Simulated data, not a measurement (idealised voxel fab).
Process module heading - voxel self aligned contacts
Shown is cross-section cut, with a width of 245 nm and square cells of size 5 nm.
This document writes a cross-section as a grid whose cells are square, and gives it as bands, listed from the top down; one or more rows of cells form a band.
A band entry consists of two parts. The first gives the height of the band's top and the height of its bottom, in nm. The rest lists the band's materials from left to right, each with its width in nm. A single material labelled with the word "all across" fills the band from edge to edge, and the word "blank" marks empty space.
For the purposes of this specification, 0 denotes the height below which the wafer in its as-received condition is composed wholly of one material, and the lowermost band, lacking a lower limit, extends downward without end, as expressed in "0 down".
Per-row width for "30..40": begins at first number (top row of band), ends at second number (bottom row), increment between rows held constant.
Step marked "remained unchanged"? Then no cell in the cross-section changed in it.
Closed empty spaces (no open way to the top) of 8 cells or more are what "Cavities, sealed" lists, each as width x height at distance from the left edge, nm for all three.
On a step's line, text after the settings is the simulator commenting on that step.
You can add "overlay nm" to a step's line. For a step with a mask, it describes how far the mask lay to the right of its planned position, and a negative number describes a lay to the left.

SET OUT BELOW ARE THE PLANNED STEPS OF THE PROCESS
1: RECEIVE with material Si
2: CONFORMAL_DEP with material SiO2, thk nm 5
3: DIRECTIONAL_DEP with material polySi, thk nm 30
4: DIRECTIONAL_DEP with material SiN, thk nm 20
5: PATTERN with tone cover, mask id GATE, material resist, width nm 30, pitch nm 70, thk nm 20, overlay nm 0
6: DIRECTIONAL_ETCH with etch materials SiN, depth nm 20
7: DIRECTIONAL_ETCH with etch materials polySi, depth nm 30
8: STRIP with etch materials resist
9: CONFORMAL_DEP with material SiN, thk nm 10
10: DIRECTIONAL_ETCH with etch materials SiN, depth nm 10
11: FILL_DEP with material SiO2, thk nm 10
12: CMP with height nm 60
13: PATTERN with tone open, mask id CONTACT, material resist, width nm 50, pitch nm 70, thk nm 20, overlay nm -15
14: DIRECTIONAL_ETCH with etch materials SiO2, depth nm 60
15: STRIP with etch materials resist
16: CONFORMAL_DEP with material TiN, thk nm 5
17: FILL_DEP with material Ru, thk nm 5
18: CMP with height nm 60
19: CONFORMAL_DEP with material SiCN, thk nm 5
The plan's step 13 overlay nm is the first wafer's value; the wafers differ in this setting and start identical.

AS-RECEIVED CROSS-SECTION, FIRST OF SEVERAL WAFERS, POST STEP 1
- 0 down: Si all across
- Cavities, sealed: none

THE TABLE BELOW HAS ONE ROW FOR EACH WAFER; A ROW SHOWS, AS OF THE END OF THE MODULE, HOW MANY CELLS OF EACH MATERIAL THE WAFER HAS GAINED, MARKED (+), OR LOST, MARKED (-), SINCE IT WAS RECEIVED, AND THEN THE WAFER'S CLOSED VOIDS
overlay nm -15; +44 Ru; +49 SiCN; +192 SiN; +180 SiO2; +64 TiN; +108 polySi; Cavities, sealed: none
overlay nm -10; +44 Ru; +49 SiCN; +192 SiN; +180 SiO2; +64 TiN; +108 polySi; Cavities, sealed: none
overlay nm -5; +44 Ru; +49 SiCN; +192 SiN; +180 SiO2; +64 TiN; +108 polySi; Cavities, sealed: none
overlay nm 0; +44 Ru; +49 SiCN; +192 SiN; +180 SiO2; +64 TiN; +108 polySi; Cavities, sealed: none
overlay nm 5; +44 Ru; +49 SiCN; +192 SiN; +180 SiO2; +64 TiN; +108 polySi; Cavities, sealed: none
overlay nm 10; +44 Ru; +49 SiCN; +192 SiN; +180 SiO2; +64 TiN; +108 polySi; Cavities, sealed: none
overlay nm 15; +44 Ru; +49 SiCN; +192 SiN; +180 SiO2; +64 TiN; +108 polySi; Cavities, sealed: none
